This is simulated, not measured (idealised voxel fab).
The following is a process module called voxel spacer lines.
Each square cell in cross-section cut measures 5 nm, and the section as a whole is 195 nm wide.
Throughout this document, each cross-section is represented as a grid of square cells and is presented as a sequence of bands enumerated from the top downward, where a band comprises one or more rows of cells. A band entry consists of two parts. The first gives the height of the band's top and the height of its bottom, in nm. The rest lists the band's materials from left to right, each with its width in nm. A single material labelled with the word "full width" fills the band from edge to edge, and the word "air" marks empty space. Heights are expressed relative to 0, this being the level below which the as-received wafer comprises one material exclusively. The lowest band is unbounded in the downward direction and is denoted as in "0..down". A width given as "30->40" starts at the first number in the band's top row and ends at the second number in its bottom row, shifting by an equal amount at every step from row to row. No cell of the cross-section changed in a step that is given as "changes: none". "Sealed voids" contains a list of empty spaces, each no smaller than 8 cells and without an open way to the top, written in the form width x height at distance with the distance from the left edge and all three in nm. Read whatever lies past the settings on a step's line as the simulator's own remark about the step. overlay nm: how far to the right of its planned place the mask lay on this masked step (negative: to the left).
# plan
step 1: op RECEIVE | material Si
step 2: op CONFORMAL_DEP | material Al2O3 | thk nm 5
step 3: op DIRECTIONAL_DEP | material TiN | thk nm 15
step 4: op DIRECTIONAL_DEP | material polySi | thk nm 30
step 5: op PATTERN | tone cover | mask id MANDREL | material resist | width nm 20 | pitch nm 70 | thk nm 35 | overlay nm 0
step 6: op DIRECTIONAL_ETCH | etch materials polySi | depth nm 30
step 7: op STRIP | etch materials resist
step 8: op CONFORMAL_DEP | material SiO2 | thk nm 15
step 9: op DIRECTIONAL_ETCH | etch materials SiO2 | depth nm 15
step 10: op STRIP | etch materials polySi
step 11: op DIRECTIONAL_ETCH | etch materials TiN | depth nm 15
step 12: op STRIP | etch materials SiO2
# as received, after step 1
    0..down | Si full width
    Sealed voids: none
# Cross-sectional view of the first of the two wafers upon completion of the module, processed in accordance with the plan
    20..5 | TiN 15 / air 20 / TiN 15 / air 20 / TiN 15 / air 20 / TiN 15 / air 20 / TiN 15 / air 20 / TiN 15 / air 5
    5..0 | Al2O3 full width
    0..down | Si full width
    Sealed voids: none
# Second of two wafers, module complete, sectioned: it shares the first wafer's start and plan but was run with one mistake
    20..10 | TiN 15 / air 20 / TiN 15 / air 20 / TiN 15 / air 20 / TiN 15 / air 20 / TiN 15 / air 20 / TiN 15 / air 5
    10..5 | TiN full width
    5..0 | Al2O3 full width
    0..down | Si full width
    Sealed voids: none
Finding, execution versus plan: it should be noted that step 11 was executed with settings other than those planned, the operation and settings actually applied being op DIRECTIONAL_ETCH | etch materials TiN | depth nm 10
Wrapping up, a cell-based count of both wafers puts the second over or under the first for these materials: 21 more of TiN
